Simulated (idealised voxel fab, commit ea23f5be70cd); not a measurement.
voxel plated lines: a process module
Pictured: cross-section cut, 140 nm wide, on a grid of 5 nm square cells.
For the purposes of this document, a cross-section shall be understood as a grid of square cells, specified as bands listed in top-to-bottom order, each band consisting of one or more rows of cells. Within each band entry, the heights of the top and of the bottom of the band appear first, in that order and in nm; the materials of the band then follow from left to right, each with its corresponding width in nm. The designation "edge to edge" on a single material indicates that it fills the band from edge to edge; the designation "empty" indicates empty space. We count height from 0. Below that, the starting wafer is all one material. The lowest band never ends at the bottom but goes on down; see "0 down" for how that is written. Top row gets the first number, bottom row gets the second, and each row in between changes by the same step: that is how a band width like "30..40" works. Reading "changes: none" for a step: not a cell of the cross-section changed in it. "Fully enclosed voids" lists enclosed empty spaces (at least 8 cells, no open path upward to the top), each as width x height at distance from the left edge, in nm. On each step's line, the part that comes after the settings is the simulator's own comment on the step. Steps that use a mask can have "overlay nm" on their line. It says how far the mask sat to the right of where it was meant to be. Negative means to the left.
These are the steps we planned for the process:
| 1 | RECEIVE,material Si |
| 2 | CONFORMAL_DEP,material SiN,thk nm 5 |
| 3 | DIRECTIONAL_DEP,material TiN,thk nm 5 |
| 4 | PATTERN,tone open,mask id LINES,material resist,width nm 20,pitch nm 45,thk nm 20,overlay nm 0 |
| 5 | EPI,material Ru,thk nm 10 |
| 6 | STRIP,etch materials resist |
| 7 | DIRECTIONAL_ETCH,etch materials TiN,depth nm 5 |
| 8 | CONFORMAL_DEP,material SiCN,thk nm 10 |
Cross-section of the wafer as it came to us, i.e., already through step 1:
    0 down: Si edge to edge
    Fully enclosed voids: none
First of two wafers, end-of-module section, run followed plan:
    30 to 20: 5 empty, then 40 SiCN, then 5 empty, then 40 SiCN, then 5 empty, then 40 SiCN, then 5 empty
    20 to 15: 5 empty, then 10 SiCN, then 20 Ru, then 10 SiCN, then 5 empty, then 10 SiCN, then 20 Ru, then 10 SiCN, then 5 empty, then 10 SiCN, then 20 Ru, then 10 SiCN, then 5 empty
    15 to 10: 15 SiCN, then 20 Ru, then 25 SiCN, then 20 Ru, then 25 SiCN, then 20 Ru, then 15 SiCN
    10 to 5: 15 SiCN, then 20 TiN, then 25 SiCN, then 20 TiN, then 25 SiCN, then 20 TiN, then 15 SiCN
    5 to 0: SiN edge to edge
    0 down: Si edge to edge
    Fully enclosed voids: none
Cross-sectional view: second of two wafers, end of module; start and plan identical to the first, one mistake in running:
    30 to 20: 5 empty, then 40 SiCN, then 5 empty, then 40 SiCN, then 5 empty, then 40 SiCN, then 5 empty
    20 to 15: 5 empty, then 10 SiCN, then 20 Ru, then 10 SiCN, then 5 empty, then 10 SiCN, then 20 Ru, then 10 SiCN, then 5 empty, then 10 SiCN, then 20 Ru, then 10 SiCN, then 5 empty
    15 to 10: 15 SiCN, then 20 Ru, then 25 SiCN, then 20 Ru, then 25 SiCN, then 20 Ru, then 15 SiCN
    10 to 5: 15 SiCN, then 20 TiN, then 25 SiCN, then 20 TiN, then 25 SiCN, then 20 TiN, then 15 SiCN
    5 to 0: TiN edge to edge
    0 down: Si edge to edge
    Fully enclosed voids: none
Plan not followed: step 2, actual vs plan mismatch, actual run CONFORMAL_DEP,material TiN,thk nm 5
End of process, cell counts, second wafer against first, materials with more or fewer: SiN: 28 fewer, TiN: 28 more
